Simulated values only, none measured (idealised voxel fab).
process module | voxel trench capacitor
cross-section cut | 190 nm wide | cells 5 nm
A cross-section is a grid of square cells, given in bands from the top down. A band is one or more rows of cells.
Each band's line starts with the height of the band's top and of its bottom, in nm. Then come its materials from left to right, each with its width in nm. One material with "throughout" fills the band from edge to edge. "air" is empty space.
Height 0 is the level under which the wafer as received is all one material. The lowest band goes on downwards, as in "0 down".
A width such as "30 to 40" changes by the same amount from each row of cells to the next, from the band's top row to its bottom row.
"no change" after a step means that no cell of the cross-section changed.
closed voids: empty space of 8 cells or more with no open way to the top, each as width x height at its distance from the left edge, in nm
after a step's settings: what the simulator itself notes on the step
overlay nm, on a step with a mask: how far to the right of its planned place the mask lay; to the left if negative
plan
1 op RECEIVE | material Si
2 op CONFORMAL_DEP | material SiN | thk nm 5
3 op DIRECTIONAL_DEP | material aC | thk nm 15
4 op PATTERN | tone open | mask id TRENCH | material resist | width nm 25 | pitch nm 40 | thk nm 35 | overlay nm 0
5 op DIRECTIONAL_ETCH | etch materials aC | depth nm 15
6 op STRIP | etch materials resist
7 op DIRECTIONAL_ETCH | etch materials SiN | depth nm 5
8 op DIRECTIONAL_ETCH | etch materials Si | depth nm 30
9 op STRIP | etch materials aC
10 op CONFORMAL_DEP | material HfO2 | thk nm 5
11 op CONFORMAL_DEP | material TiN | thk nm 5
12 op FILL_DEP | material W | thk nm 10
13 op CMP | height nm 5
as received, after step 1
  0 down: Si throughout
  closed voids: none
a wafer at the end: this start, this plan, one mistake
  15 to 10: TiN 70 | W 5 | TiN 35 | W 5 | TiN 75
  10 to 5: HfO2 65 | TiN 5 | W 5 | TiN 5 | HfO2 25 | TiN 5 | W 5 | TiN 5 | HfO2 70
  5 to 0: SiN 60 | HfO2 5 | TiN 5 | W 5 | TiN 5 | HfO2 5 | SiN 15 | HfO2 5 | TiN 5 | W 5 | TiN 5 | HfO2 5 | SiN 65
  0 to -20: Si 60 | HfO2 5 | TiN 5 | W 5 | TiN 5 | HfO2 5 | Si 15 | HfO2 5 | TiN 5 | W 5 | TiN 5 | HfO2 5 | Si 65
  -20 to -25: Si 60 | HfO2 5 | TiN 15 | HfO2 5 | Si 15 | HfO2 5 | TiN 15 | HfO2 5 | Si 65
  -25 to -30: Si 60 | HfO2 25 | Si 15 | HfO2 25 | Si 65
  -30 down: Si throughout
  closed voids: none
what went wrong: step 13 ran as: op CMP | height nm 15
